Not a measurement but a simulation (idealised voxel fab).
Process module in this document: voxel self aligned vias
Square cells of 5 nm make up the cross-section cut, whose width is 275 nm.
Bands, listed from the top down, are how a cross-section gets written in this document; the cross-section itself is a grid of square cells, and a band is one or more rows of them.
Top height, bottom height, nm. Materials left to right, width each, nm. Single material + "everywhere" = fills band edge to edge. "air" = empty.
Measure heights from 0. That's the level where, below it, the as-received wafer is all one material. The lowest band is bottomless and extends downward; write it as in "top 0, no bottom".
A width such as "30->40" changes by the same amount from each row of cells to the next, from the band's top row to its bottom row.
"changes: none" after a step means that no cell of the cross-section changed.
Listed in "Unvented voids": every empty space of 8 or more cells without an open way to the top. Form: width x height at distance, the distance being from the left edge, all in nm.
Read whatever lies past the settings on a step's line as the simulator's own remark about the step.
overlay nm: how far to the right of its planned place the mask lay on this masked step (negative: to the left).
### List of planned process steps
1 RECEIVE, material Si
2 CONFORMAL_DEP, material SiO2, thk nm 15
3 CONFORMAL_DEP, material SiCN, thk nm 5
4 DIRECTIONAL_DEP, material SiO2, thk nm 25
5 PATTERN, tone open, mask id LINES, material resist, width nm 25, pitch nm 75, thk nm 15, overlay nm 0
6 DIRECTIONAL_ETCH, etch materials SiO2, depth nm 25
7 STRIP, etch materials resist
8 CONFORMAL_DEP, material TiN, thk nm 5
9 FILL_DEP, material Ru, thk nm 10
10 CMP, height nm 45
11 SELECTIVE_ETCH, etch materials W Ru TiN, depth nm 10
12 FILL_DEP, material SiN, thk nm 5
13 CMP, height nm 45
14 DIRECTIONAL_DEP, material SiO2, thk nm 15
15 PATTERN, tone open, mask id VIAS, material resist, width nm 45, pitch nm 150, thk nm 20, overlay nm 0
16 DIRECTIONAL_ETCH, etch materials SiO2, depth nm 15
17 DIRECTIONAL_ETCH, etch materials SiN, depth nm 10
18 STRIP, etch materials resist
19 CONFORMAL_DEP, material TiN, thk nm 5
20 FILL_DEP, material W, thk nm 5
21 CMP, height nm 60
22 CONFORMAL_DEP, material SiN, thk nm 5
### So this is the incoming wafer in cross-section - it's already been through step 1
    top 0, no bottom = Si everywhere
    Unvented voids: none
### Sectioned view, first of two wafers, at the close of the module, processed as intended in the plan
    top 65, bottom 60 = SiN everywhere
    top 60, bottom 50 = SiO2 (40) | TiN (5) | W (35) | TiN (5) | SiO2 (105) | TiN (5) | W (35) | TiN (5) | SiO2 (40)
    top 50, bottom 45 = SiO2 (40) | TiN (15) | W (15) | TiN (15) | SiO2 (105) | TiN (15) | W (15) | TiN (15) | SiO2 (40)
    top 45, bottom 40 = SiO2 (50) | TiN (5) | W (15) | TiN (5) | SiO2 (50) | SiN (25) | SiO2 (50) | TiN (5) | W (15) | TiN (5) | SiO2 (50)
    top 40, bottom 35 = SiO2 (50) | TiN (25) | SiO2 (50) | SiN (25) | SiO2 (50) | TiN (25) | SiO2 (50)
    top 35, bottom 25 = SiO2 (50) | TiN (5) | Ru (15) | TiN (5) | SiO2 (50) | TiN (5) | Ru (15) | TiN (5) | SiO2 (50) | TiN (5) | Ru (15) | TiN (5) | SiO2 (50)
    top 25, bottom 20 = SiO2 (50) | TiN (25) | SiO2 (50) | TiN (25) | SiO2 (50) | TiN (25) | SiO2 (50)
    top 20, bottom 15 = SiCN everywhere
    top 15, bottom 0 = SiO2 everywhere
    top 0, no bottom = Si everywhere
    Unvented voids: none
### Wafer two (of two), end-of-module cross-section: start = wafer one, plan = wafer one, one run mistake
    top 65, bottom 60 = SiN everywhere
    top 60, bottom 45 = SiO2 (40) | TiN (5) | W (35) | TiN (5) | SiO2 (105) | TiN (5) | W (35) | TiN (5) | SiO2 (40)
    top 45, bottom 40 = SiO2 (40) | TiN (5) | W (35) | TiN (5) | SiO2 (40) | SiN (25) | SiO2 (40) | TiN (5) | W (35) | TiN (5) | SiO2 (40)
    top 40, bottom 35 = SiO2 (40) | TiN (45) | SiO2 (40) | SiN (25) | SiO2 (40) | TiN (45) | SiO2 (40)
    top 35, bottom 25 = SiO2 (40->50) | TiN (15->5) | Ru (15) | TiN (15->5) | SiO2 (40->50) | TiN (5) | Ru (15) | TiN (5) | SiO2 (40->50) | TiN (15->5) | Ru (15) | TiN (15->5) | SiO2 (40->50)
    top 25, bottom 20 = SiO2 (50) | TiN (25) | SiO2 (50) | TiN (25) | SiO2 (50) | TiN (25) | SiO2 (50)
    top 20, bottom 15 = SiCN everywhere
    top 15, bottom 0 = SiO2 everywhere
    top 0, no bottom = Si everywhere
    Unvented voids: none
Diagnosis: step 16 in the plan was executed twice
It is noted that, at the conclusion of processing, the second wafer exhibits a higher or lower cell count for certain materials relative to the first: 24 fewer of SiO2; 8 more of TiN; 16 more of W
